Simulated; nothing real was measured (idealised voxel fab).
The process module presented herein is designated voxel wiring stack.
Pictured: cross-section cut, 225 nm wide, on a grid of 5 nm square cells.
Just so we're on the same page, the cross-sections are grids of square cells, and they're listed out in bands top to bottom, each band one or more rows deep. Look at the band entry: it leads with the top's height and the bottom's height in nm. Then it lists the materials left to right, with a width in nm for each. The word "everywhere" on a single material says that material fills the band edge to edge. The word "air" is empty space. The reference from which all heights are counted is 0, the level beneath which the as-received wafer is entirely one material; the lowest band, having no lower bound, proceeds downward and is written after the example "top 0, no bottom". Think of "30..40" as a width that walks from the first number to the second as you go down the band, top row to bottom row, taking equal-sized steps from row to row. The designation "no modifications", where it is given for a processing step, indicates that no cell of the cross-section was altered in the course of that step. Under "Closed internal cavities" you'll find the enclosed gaps, the ones with no way out to the top, that are 8 cells or bigger; each reads width x height at distance, with distance counted from the left edge, everything in nm. Whatever follows a step's settings on its line is a remark the simulator itself makes about that step. "overlay nm" on a masked step: distance the mask lay right of its planned place, negative for left.

The planned process steps are enumerated hereunder:
| 1 | RECEIVE (material Si) |
| 2 | CONFORMAL_DEP (material SiO2; thk nm 10) |
| 3 | CONFORMAL_DEP (material SiN; thk nm 5) |
| 4 | DIRECTIONAL_DEP (material SiO2; thk nm 20) |
| 5 | DIRECTIONAL_DEP (material aC; thk nm 10) |
| 6 | PATTERN (tone open; mask id METAL_1; material resist; width nm 30; pitch nm 55; thk nm 25; overlay nm 0) |
| 7 | DIRECTIONAL_ETCH (etch materials aC; depth nm 10) |
| 8 | STRIP (etch materials resist) |
| 9 | DIRECTIONAL_ETCH (etch materials SiO2; depth nm 20) |
| 10 | DIRECTIONAL_ETCH (etch materials SiN; depth nm 5) |
| 11 | STRIP (etch materials aC) |
| 12 | CONFORMAL_DEP (material TiN; thk nm 5) |
| 13 | FILL_DEP (material Cu; thk nm 5) |
| 14 | CMP (height nm 35) |
| 15 | CONFORMAL_DEP (material SiCN; thk nm 5) |
| 16 | DIRECTIONAL_DEP (material lowk; thk nm 10) |
| 17 | DIRECTIONAL_DEP (material aC; thk nm 10) |
| 18 | PATTERN (tone open; mask id PLUG_1; material resist; width nm 15; thk nm 30; overlay nm 0) |
| 19 | DIRECTIONAL_ETCH (etch materials aC; depth nm 10) |
| 20 | STRIP (etch materials resist) |
| 21 | DIRECTIONAL_ETCH (etch materials lowk; depth nm 10) |
| 22 | DIRECTIONAL_ETCH (etch materials SiCN; depth nm 5) |
| 23 | STRIP (etch materials aC) |
| 24 | EPI (material Ru; thk nm 10) |
| 25 | EPI (material Ru; thk nm 5) |
| 26 | CONFORMAL_DEP (material SiN; thk nm 5) |
| 27 | DIRECTIONAL_DEP (material lowk; thk nm 15) |
| 28 | DIRECTIONAL_DEP (material aC; thk nm 15) |
| 29 | PATTERN (tone open; mask id METAL_2; material resist; width nm 30; pitch nm 55; thk nm 30; overlay nm 0) |
| 30 | DIRECTIONAL_ETCH (etch materials aC; depth nm 15) |
| 31 | STRIP (etch materials resist) |
| 32 | DIRECTIONAL_ETCH (etch materials lowk; depth nm 15) |
| 33 | DIRECTIONAL_ETCH (etch materials SiN; depth nm 5) |
| 34 | STRIP (etch materials aC) |
| 35 | CONFORMAL_DEP (material TiN; thk nm 5) |
| 36 | FILL_DEP (material Ru; thk nm 10) |
| 37 | CMP (height nm 70) |
| 38 | CONFORMAL_DEP (material SiCN; thk nm 5) |
| 39 | DIRECTIONAL_DEP (material SiO2; thk nm 30) |
| 40 | PATTERN (tone open; mask id METAL_3_HOLES; material resist; width nm 15; thk nm 20; overlay nm 0) |
| 41 | DIRECTIONAL_ETCH (etch materials SiO2; depth nm 30) |
| 42 | STRIP (etch materials resist) |
| 43 | MASKED_ETCH (tone open; mask id METAL_3; width nm 30; pitch nm 55; etch materials SiO2; depth nm 15; overlay nm 0) |
| 44 | MASKED_ETCH (tone open; mask id METAL_3; width nm 30; pitch nm 55; etch materials SiCN; depth nm 5; overlay nm 0) |
| 45 | CONFORMAL_DEP (material TiN; thk nm 5) |
| 46 | FILL_DEP (material Ru; thk nm 10) |
| 47 | CMP (height nm 105) |
| 48 | CONFORMAL_DEP (material SiCN; thk nm 5) |

Received-state cross-section, reflecting completion of step 1:
* top 0, no bottom | Si everywhere
* Closed internal cavities: none

Result of the module, cross-sectioned: start per above, plan per above, one error in how it was run:
* top 110, bottom 105 | SiCN everywhere
* top 105, bottom 95 | 70 nm SiO2 / 5 nm TiN / 20 nm Ru / 5 nm TiN / 25 nm SiO2 / 5 nm TiN / 20 nm Ru / 5 nm TiN / 70 nm SiO2
* top 95, bottom 90 | 70 nm SiO2 / 5 nm TiN / 5 nm Ru / 20 nm TiN / 25 nm SiO2 / 30 nm TiN / 70 nm SiO2
* top 90, bottom 75 | 70 nm SiO2 / 5 nm TiN / 5 nm Ru / 5 nm TiN / 140 nm SiO2
* top 75, bottom 70 | 70 nm SiCN / 15 nm TiN / 140 nm SiCN
* top 70, bottom 55 | 70 nm lowk / 5 nm TiN / 20 nm Ru / 5 nm TiN / 25 nm lowk / 5 nm TiN / 20 nm Ru / 5 nm TiN / 70 nm lowk
* top 55, bottom 50 | 70 nm SiN / 30 nm TiN / 25 nm SiN / 30 nm TiN / 70 nm SiN
* top 50, bottom 40 | 70 nm lowk / 5 nm SiN / 5 nm TiN / 5 nm SiN / 140 nm lowk
* top 40, bottom 35 | 70 nm SiCN / 5 nm SiN / 5 nm TiN / 5 nm SiN / 140 nm SiCN
* top 35, bottom 15 | 65 nm Cu / 5 nm TiN / 30 nm SiO2 / 5 nm TiN / 15 nm Cu / 5 nm TiN / 30 nm SiO2 / 5 nm TiN / 65 nm Cu
* top 15, bottom 10 | 70 nm TiN / 30 nm SiN / 25 nm TiN / 30 nm SiN / 70 nm TiN
* top 10, bottom 0 | SiO2 everywhere
* top 0, no bottom | Si everywhere
* Closed internal cavities: none
It is concluded that the wafer was processed incorrectly with respect to the plan, in that step 6 off recipe, ran as PATTERN (tone cover; mask id METAL_1; material resist; width nm 30; pitch nm 55; thk nm 25; overlay nm 0)
